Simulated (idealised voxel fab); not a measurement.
Documented hereafter: the process module known as voxel wiring stack.
We display cut, a cross-section 240 nm in width whose square cells are each 5 nm.
How to read a cross-section here: the picture is a grid of square cells, written as bands going from the top down, and any band can span one or more rows of cells. A band entry consists of two parts. The first gives the height of the band's top and the height of its bottom, in nm. The rest lists the band's materials from left to right, each with its width in nm. A single material labelled with the word "throughout" fills the band from edge to edge, and the word "air" marks empty space. The level at which height equals 0 is the one under which the wafer, as it arrives, is entirely one material. No lower edge exists for the bottom band, which continues downward and is notated as in "top 0, no bottom". The width entry "30..40" should be interpreted row by row: the top row of cells in the band takes the first number, the bottom row takes the second number, and the change between adjacent rows is uniform throughout. It should be understood that the words "no modifications", when stated for a given step, signify that the cross-section underwent no change in any of its cells during that step. Empty spaces counting at least 8 cells and having no open way to the top are listed in "Closed void roster". The notation width x height at distance is used for each, the distance being from the left edge and all three values in nm. Past the settings on a step's line: simulator remark, on that step. "overlay nm", when on a step's line for a step with a mask, measures how far to the right of its planned place the mask lay; a negative measure means to the left.
### The process steps that were planned are listed below
1) RECEIVE (material Si)
2) CONFORMAL_DEP (material SiO2; thk nm 15)
3) DIRECTIONAL_DEP (material TiN; thk nm 5)
4) DIRECTIONAL_DEP (material Ru; thk nm 25)
5) PATTERN (tone cover; mask id METAL_1; material resist; width nm 25; pitch nm 45; thk nm 20; overlay nm 0)
6) DIRECTIONAL_ETCH (etch materials Ru; depth nm 25)
7) DIRECTIONAL_ETCH (etch materials TiN; depth nm 5)
8) STRIP (etch materials resist)
9) FILL_DEP (material lowk; thk nm 10)
10) CMP (height nm 45)
11) CONFORMAL_DEP (material SiCN; thk nm 5)
12) DIRECTIONAL_DEP (material lowk; thk nm 25)
13) DIRECTIONAL_DEP (material aC; thk nm 10)
14) PATTERN (tone open; mask id METAL_2_HOLES; material resist; width nm 15; pitch nm 45; thk nm 25; overlay nm 0)
15) DIRECTIONAL_ETCH (etch materials aC; depth nm 10)
16) STRIP (etch materials resist)
17) DIRECTIONAL_ETCH (etch materials lowk; depth nm 25)
18) STRIP (etch materials aC)
19) MASKED_ETCH (tone open; mask id METAL_2; width nm 25; pitch nm 45; etch materials lowk; depth nm 15; overlay nm 0)
20) MASKED_ETCH (tone open; mask id METAL_2; width nm 25; pitch nm 45; etch materials SiCN; depth nm 5; overlay nm 0)
21) CONFORMAL_DEP (material TiN; thk nm 5)
22) FILL_DEP (material Cu; thk nm 10)
23) CMP (height nm 75)
24) CONFORMAL_DEP (material SiCN; thk nm 5)
### The first wafer of two, processed as planned
### As-received wafer cross-section (after step 1)
- top 0, no bottom | Si throughout
- Closed void roster: none
### Upon completion of step 2, the wafer appears in cross-section as shown
- top 15, bottom 0 | SiO2 throughout
- At heights below 0, the structure remains unaltered.
### Upon completion of step 3, the wafer appears in cross-section as shown
- top 20, bottom 15 | TiN throughout
- At heights below 15, the structure remains unaltered.
### Upon completion of step 4, the wafer appears in cross-section as shown
- top 45, bottom 20 | Ru throughout
- At heights below 20, the structure remains unaltered.
### Upon completion of step 5, the wafer appears in cross-section as shown
- top 65, bottom 45 | 40 air, then 25 resist, then 20 air, then 25 resist, then 20 air, then 25 resist, then 20 air, then 25 resist, then 40 air
- At heights below 45, the structure remains unaltered.
### Upon completion of step 6, the wafer appears in cross-section as shown
- top 65, bottom 45 | 40 air, then 25 resist, then 20 air, then 25 resist, then 20 air, then 25 resist, then 20 air, then 25 resist, then 40 air
- top 45, bottom 20 | 40 air, then 25 Ru, then 20 air, then 25 Ru, then 20 air, then 25 Ru, then 20 air, then 25 Ru, then 40 air
- At heights below 20, the structure remains unaltered.
### Upon completion of step 7, the wafer appears in cross-section as shown
- top 65, bottom 45 | 40 air, then 25 resist, then 20 air, then 25 resist, then 20 air, then 25 resist, then 20 air, then 25 resist, then 40 air
- top 45, bottom 20 | 40 air, then 25 Ru, then 20 air, then 25 Ru, then 20 air, then 25 Ru, then 20 air, then 25 Ru, then 40 air
- top 20, bottom 15 | 40 air, then 25 TiN, then 20 air, then 25 TiN, then 20 air, then 25 TiN, then 20 air, then 25 TiN, then 40 air
- At heights below 15, the structure remains unaltered.
### Upon completion of step 8, the wafer appears in cross-section as shown
- top 45, bottom 20 | 40 air, then 25 Ru, then 20 air, then 25 Ru, then 20 air, then 25 Ru, then 20 air, then 25 Ru, then 40 air
- At heights below 20, the structure remains unaltered.
### Upon completion of step 9, the wafer appears in cross-section as shown
- top 55, bottom 45 | lowk throughout
- top 45, bottom 20 | 40 lowk, then 25 Ru, then 20 lowk, then 25 Ru, then 20 lowk, then 25 Ru, then 20 lowk, then 25 Ru, then 40 lowk
- top 20, bottom 15 | 40 lowk, then 25 TiN, then 20 lowk, then 25 TiN, then 20 lowk, then 25 TiN, then 20 lowk, then 25 TiN, then 40 lowk
- At heights below 15, the structure remains unaltered.
### Upon completion of step 10, the wafer appears in cross-section as shown
- top 45, bottom 20 | 40 lowk, then 25 Ru, then 20 lowk, then 25 Ru, then 20 lowk, then 25 Ru, then 20 lowk, then 25 Ru, then 40 lowk
- At heights below 20, the structure remains unaltered.
### Upon completion of step 11, the wafer appears in cross-section as shown
- top 50, bottom 45 | SiCN throughout
- At heights below 45, the structure remains unaltered.
### Upon completion of step 12, the wafer appears in cross-section as shown
- top 75, bottom 50 | lowk throughout
- At heights below 50, the structure remains unaltered.
### Upon completion of step 13, the wafer appears in cross-section as shown
- top 85, bottom 75 | aC throughout
- At heights below 75, the structure remains unaltered.
### Upon completion of step 14, the wafer appears in cross-section as shown
- top 110, bottom 85 | 40 resist, then 15 air, then 30 resist, then 15 air, then 30 resist, then 15 air, then 30 resist, then 15 air, then 50 resist
- At heights below 85, the structure remains unaltered.
### Upon completion of step 15, the wafer appears in cross-section as shown
- top 100, bottom 85 | 40 resist, then 15 air, then 30 resist, then 15 air, then 30 resist, then 15 air, then 30 resist, then 15 air, then 50 resist
- top 85, bottom 75 | 40 aC, then 15 air, then 30 aC, then 15 air, then 30 aC, then 15 air, then 30 aC, then 15 air, then 50 aC
- At heights below 75, the structure remains unaltered.
### Upon completion of step 16, the wafer appears in cross-section as shown
- top 85, bottom 75 | 40 aC, then 15 air, then 30 aC, then 15 air, then 30 aC, then 15 air, then 30 aC, then 15 air, then 50 aC
- At heights below 75, the structure remains unaltered.
### Upon completion of step 17, the wafer appears in cross-section as shown
- top 85, bottom 75 | 40 aC, then 15 air, then 30 aC, then 15 air, then 30 aC, then 15 air, then 30 aC, then 15 air, then 50 aC
- top 75, bottom 50 | 40 lowk, then 15 air, then 30 lowk, then 15 air, then 30 lowk, then 15 air, then 30 lowk, then 15 air, then 50 lowk
- At heights below 50, the structure remains unaltered.
### Upon completion of step 18, the wafer appears in cross-section as shown
- top 75, bottom 50 | 40 lowk, then 15 air, then 30 lowk, then 15 air, then 30 lowk, then 15 air, then 30 lowk, then 15 air, then 50 lowk
- At heights below 50, the structure remains unaltered.
### Upon completion of step 19, the wafer appears in cross-section as shown
- top 75, bottom 60 | 40 lowk, then 25 air, then 20 lowk, then 25 air, then 20 lowk, then 25 air, then 20 lowk, then 25 air, then 40 lowk
- At heights below 60, the structure remains unaltered.
### Upon completion of step 20, the wafer appears in cross-section as shown
- top 75, bottom 60 | 40 lowk, then 25 air, then 20 lowk, then 25 air, then 20 lowk, then 25 air, then 20 lowk, then 25 air, then 40 lowk
- top 60, bottom 50 | 40 lowk, then 15 air, then 30 lowk, then 15 air, then 30 lowk, then 15 air, then 30 lowk, then 15 air, then 50 lowk
- top 50, bottom 45 | 40 SiCN, then 15 air, then 30 SiCN, then 15 air, then 30 SiCN, then 15 air, then 30 SiCN, then 15 air, then 50 SiCN
- At heights below 45, the structure remains unaltered.
### Upon completion of step 21, the wafer appears in cross-section as shown
- top 80, bottom 75 | 45 TiN, then 15 air, then 30 TiN, then 15 air, then 30 TiN, then 15 air, then 30 TiN, then 15 air, then 45 TiN
- top 75, bottom 65 | 40 lowk, then 5 TiN, then 15 air, then 5 TiN, then 20 lowk, then 5 TiN, then 15 air, then 5 TiN, then 20 lowk, then 5 TiN, then 15 air, then 5 TiN, then 20 lowk, then 5 TiN, then 15 air, then 5 TiN, then 40 lowk
- top 65, bottom 60 | 40 lowk, then 5 TiN, then 5 air, then 15 TiN, then 20 lowk, then 5 TiN, then 5 air, then 15 TiN, then 20 lowk, then 5 TiN, then 5 air, then 15 TiN, then 20 lowk, then 5 TiN, then 5 air, then 15 TiN, then 40 lowk
- top 60, bottom 50 | 40 lowk, then 5 TiN, then 5 air, then 5 TiN, then 30 lowk, then 5 TiN, then 5 air, then 5 TiN, then 30 lowk, then 5 TiN, then 5 air, then 5 TiN, then 30 lowk, then 5 TiN, then 5 air, then 5 TiN, then 50 lowk
- top 50, bottom 45 | 40 SiCN, then 15 TiN, then 30 SiCN, then 15 TiN, then 30 SiCN, then 15 TiN, then 30 SiCN, then 15 TiN, then 50 SiCN
- At heights below 45, the structure remains unaltered.
### Upon completion of step 22, the wafer appears in cross-section as shown
- top 90, bottom 80 | Cu throughout
- top 80, bottom 75 | 45 TiN, then 15 Cu, then 30 TiN, then 15 Cu, then 30 TiN, then 15 Cu, then 30 TiN, then 15 Cu, then 45 TiN
- top 75, bottom 65 | 40 lowk, then 5 TiN, then 15 Cu, then 5 TiN, then 20 lowk, then 5 TiN, then 15 Cu, then 5 TiN, then 20 lowk, then 5 TiN, then 15 Cu, then 5 TiN, then 20 lowk, then 5 TiN, then 15 Cu, then 5 TiN, then 40 lowk
- top 65, bottom 60 | 40 lowk, then 5 TiN, then 5 Cu, then 15 TiN, then 20 lowk, then 5 TiN, then 5 Cu, then 15 TiN, then 20 lowk, then 5 TiN, then 5 Cu, then 15 TiN, then 20 lowk, then 5 TiN, then 5 Cu, then 15 TiN, then 40 lowk
- top 60, bottom 50 | 40 lowk, then 5 TiN, then 5 Cu, then 5 TiN, then 30 lowk, then 5 TiN, then 5 Cu, then 5 TiN, then 30 lowk, then 5 TiN, then 5 Cu, then 5 TiN, then 30 lowk, then 5 TiN, then 5 Cu, then 5 TiN, then 50 lowk
- At heights below 50, the structure remains unaltered.
### Upon completion of step 23, the wafer appears in cross-section as shown
- top 75, bottom 65 | 40 lowk, then 5 TiN, then 15 Cu, then 5 TiN, then 20 lowk, then 5 TiN, then 15 Cu, then 5 TiN, then 20 lowk, then 5 TiN, then 15 Cu, then 5 TiN, then 20 lowk, then 5 TiN, then 15 Cu, then 5 TiN, then 40 lowk
- At heights below 65, the structure remains unaltered.
### Upon completion of step 24, the wafer appears in cross-section as shown
- top 80, bottom 75 | SiCN throughout
- At heights below 75, the structure remains unaltered.
### It is to be noted that the second wafer proceeded from the same initial state and according to the same plan as the first, although one mistake was committed in its execution; through step 4, inclusive, the two wafers share an identical history
### What the second wafer looks like in cross-section when step 5 should have wrapped up
- top 65, bottom 45 | 40 resist, then 25 air, then 20 resist, then 25 air, then 20 resist, then 25 air, then 20 resist, then 25 air, then 40 resist
- At heights below 45, the structure remains unaltered.
### What the second wafer looks like in cross-section when step 6 should have wrapped up
- top 65, bottom 45 | 40 resist, then 25 air, then 20 resist, then 25 air, then 20 resist, then 25 air, then 20 resist, then 25 air, then 40 resist
- top 45, bottom 20 | 40 Ru, then 25 air, then 20 Ru, then 25 air, then 20 Ru, then 25 air, then 20 Ru, then 25 air, then 40 Ru
- At heights below 20, the structure remains unaltered.
### What the second wafer looks like in cross-section when step 7 should have wrapped up
- top 65, bottom 45 | 40 resist, then 25 air, then 20 resist, then 25 air, then 20 resist, then 25 air, then 20 resist, then 25 air, then 40 resist
- top 45, bottom 20 | 40 Ru, then 25 air, then 20 Ru, then 25 air, then 20 Ru, then 25 air, then 20 Ru, then 25 air, then 40 Ru
- top 20, bottom 15 | 40 TiN, then 25 air, then 20 TiN, then 25 air, then 20 TiN, then 25 air, then 20 TiN, then 25 air, then 40 TiN
- At heights below 15, the structure remains unaltered.
### What the second wafer looks like in cross-section when step 8 should have wrapped up
- top 45, bottom 20 | 40 Ru, then 25 air, then 20 Ru, then 25 air, then 20 Ru, then 25 air, then 20 Ru, then 25 air, then 40 Ru
- At heights below 20, the structure remains unaltered.
### What the second wafer looks like in cross-section when step 9 should have wrapped up
- top 55, bottom 45 | lowk throughout
- top 45, bottom 20 | 40 Ru, then 25 lowk, then 20 Ru, then 25 lowk, then 20 Ru, then 25 lowk, then 20 Ru, then 25 lowk, then 40 Ru
- top 20, bottom 15 | 40 TiN, then 25 lowk, then 20 TiN, then 25 lowk, then 20 TiN, then 25 lowk, then 20 TiN, then 25 lowk, then 40 TiN
- At heights below 15, the structure remains unaltered.
### What the second wafer looks like in cross-section when step 10 should have wrapped up
- top 45, bottom 20 | 40 Ru, then 25 lowk, then 20 Ru, then 25 lowk, then 20 Ru, then 25 lowk, then 20 Ru, then 25 lowk, then 40 Ru
- At heights below 20, the structure remains unaltered.
### What the second wafer looks like in cross-section when step 11 should have wrapped up
- top 50, bottom 45 | SiCN throughout
- At heights below 45, the structure remains unaltered.
### What the second wafer looks like in cross-section when step 12 should have wrapped up
- top 75, bottom 50 | lowk throughout
- At heights below 50, the structure remains unaltered.
### What the second wafer looks like in cross-section when step 13 should have wrapped up
- top 85, bottom 75 | aC throughout
- At heights below 75, the structure remains unaltered.
### What the second wafer looks like in cross-section when step 14 should have wrapped up
- top 110, bottom 85 | 40 resist, then 15 air, then 30 resist, then 15 air, then 30 resist, then 15 air, then 30 resist, then 15 air, then 50 resist
- At heights below 85, the structure remains unaltered.
### What the second wafer looks like in cross-section when step 15 should have wrapped up
- top 100, bottom 85 | 40 resist, then 15 air, then 30 resist, then 15 air, then 30 resist, then 15 air, then 30 resist, then 15 air, then 50 resist
- top 85, bottom 75 | 40 aC, then 15 air, then 30 aC, then 15 air, then 30 aC, then 15 air, then 30 aC, then 15 air, then 50 aC
- At heights below 75, the structure remains unaltered.
### What the second wafer looks like in cross-section when step 16 should have wrapped up
- top 85, bottom 75 | 40 aC, then 15 air, then 30 aC, then 15 air, then 30 aC, then 15 air, then 30 aC, then 15 air, then 50 aC
- At heights below 75, the structure remains unaltered.
### What the second wafer looks like in cross-section when step 17 should have wrapped up
- top 85, bottom 75 | 40 aC, then 15 air, then 30 aC, then 15 air, then 30 aC, then 15 air, then 30 aC, then 15 air, then 50 aC
- top 75, bottom 50 | 40 lowk, then 15 air, then 30 lowk, then 15 air, then 30 lowk, then 15 air, then 30 lowk, then 15 air, then 50 lowk
- At heights below 50, the structure remains unaltered.
### What the second wafer looks like in cross-section when step 18 should have wrapped up
- top 75, bottom 50 | 40 lowk, then 15 air, then 30 lowk, then 15 air, then 30 lowk, then 15 air, then 30 lowk, then 15 air, then 50 lowk
- At heights below 50, the structure remains unaltered.
### What the second wafer looks like in cross-section when step 19 should have wrapped up
- top 75, bottom 60 | 40 lowk, then 25 air, then 20 lowk, then 25 air, then 20 lowk, then 25 air, then 20 lowk, then 25 air, then 40 lowk
- At heights below 60, the structure remains unaltered.
### What the second wafer looks like in cross-section when step 20 should have wrapped up
- top 75, bottom 60 | 40 lowk, then 25 air, then 20 lowk, then 25 air, then 20 lowk, then 25 air, then 20 lowk, then 25 air, then 40 lowk
- top 60, bottom 50 | 40 lowk, then 15 air, then 30 lowk, then 15 air, then 30 lowk, then 15 air, then 30 lowk, then 15 air, then 50 lowk
- top 50, bottom 45 | 40 SiCN, then 15 air, then 30 SiCN, then 15 air, then 30 SiCN, then 15 air, then 30 SiCN, then 15 air, then 50 SiCN
- At heights below 45, the structure remains unaltered.
### What the second wafer looks like in cross-section when step 21 should have wrapped up
- top 80, bottom 75 | 45 TiN, then 15 air, then 30 TiN, then 15 air, then 30 TiN, then 15 air, then 30 TiN, then 15 air, then 45 TiN
- top 75, bottom 65 | 40 lowk, then 5 TiN, then 15 air, then 5 TiN, then 20 lowk, then 5 TiN, then 15 air, then 5 TiN, then 20 lowk, then 5 TiN, then 15 air, then 5 TiN, then 20 lowk, then 5 TiN, then 15 air, then 5 TiN, then 40 lowk
- top 65, bottom 60 | 40 lowk, then 5 TiN, then 5 air, then 15 TiN, then 20 lowk, then 5 TiN, then 5 air, then 15 TiN, then 20 lowk, then 5 TiN, then 5 air, then 15 TiN, then 20 lowk, then 5 TiN, then 5 air, then 15 TiN, then 40 lowk
- top 60, bottom 50 | 40 lowk, then 5 TiN, then 5 air, then 5 TiN, then 30 lowk, then 5 TiN, then 5 air, then 5 TiN, then 30 lowk, then 5 TiN, then 5 air, then 5 TiN, then 30 lowk, then 5 TiN, then 5 air, then 5 TiN, then 50 lowk
- top 50, bottom 45 | 40 SiCN, then 15 TiN, then 30 SiCN, then 15 TiN, then 30 SiCN, then 15 TiN, then 30 SiCN, then 15 TiN, then 50 SiCN
- At heights below 45, the structure remains unaltered.
### What the second wafer looks like in cross-section when step 22 should have wrapped up
- top 90, bottom 80 | Cu throughout
- top 80, bottom 75 | 45 TiN, then 15 Cu, then 30 TiN, then 15 Cu, then 30 TiN, then 15 Cu, then 30 TiN, then 15 Cu, then 45 TiN
- top 75, bottom 65 | 40 lowk, then 5 TiN, then 15 Cu, then 5 TiN, then 20 lowk, then 5 TiN, then 15 Cu, then 5 TiN, then 20 lowk, then 5 TiN, then 15 Cu, then 5 TiN, then 20 lowk, then 5 TiN, then 15 Cu, then 5 TiN, then 40 lowk
- top 65, bottom 60 | 40 lowk, then 5 TiN, then 5 Cu, then 15 TiN, then 20 lowk, then 5 TiN, then 5 Cu, then 15 TiN, then 20 lowk, then 5 TiN, then 5 Cu, then 15 TiN, then 20 lowk, then 5 TiN, then 5 Cu, then 15 TiN, then 40 lowk
- top 60, bottom 50 | 40 lowk, then 5 TiN, then 5 Cu, then 5 TiN, then 30 lowk, then 5 TiN, then 5 Cu, then 5 TiN, then 30 lowk, then 5 TiN, then 5 Cu, then 5 TiN, then 30 lowk, then 5 TiN, then 5 Cu, then 5 TiN, then 50 lowk
- At heights below 50, the structure remains unaltered.
### What the second wafer looks like in cross-section when step 23 should have wrapped up
- top 75, bottom 65 | 40 lowk, then 5 TiN, then 15 Cu, then 5 TiN, then 20 lowk, then 5 TiN, then 15 Cu, then 5 TiN, then 20 lowk, then 5 TiN, then 15 Cu, then 5 TiN, then 20 lowk, then 5 TiN, then 15 Cu, then 5 TiN, then 40 lowk
- At heights below 65, the structure remains unaltered.
### What the second wafer looks like in cross-section when step 24 should have wrapped up
- top 80, bottom 75 | SiCN throughout
- At heights below 75, the structure remains unaltered.
Plan not followed: it should be noted that step 5 was executed with settings other than those planned, the operation and settings actually applied being PATTERN (tone open; mask id METAL_1; material resist; width nm 25; pitch nm 45; thk nm 20; overlay nm 0)
Looking at both finished wafers in cells, the second ends up ahead of or behind the first on some materials: +40 Ru, +8 TiN, -48 lowk
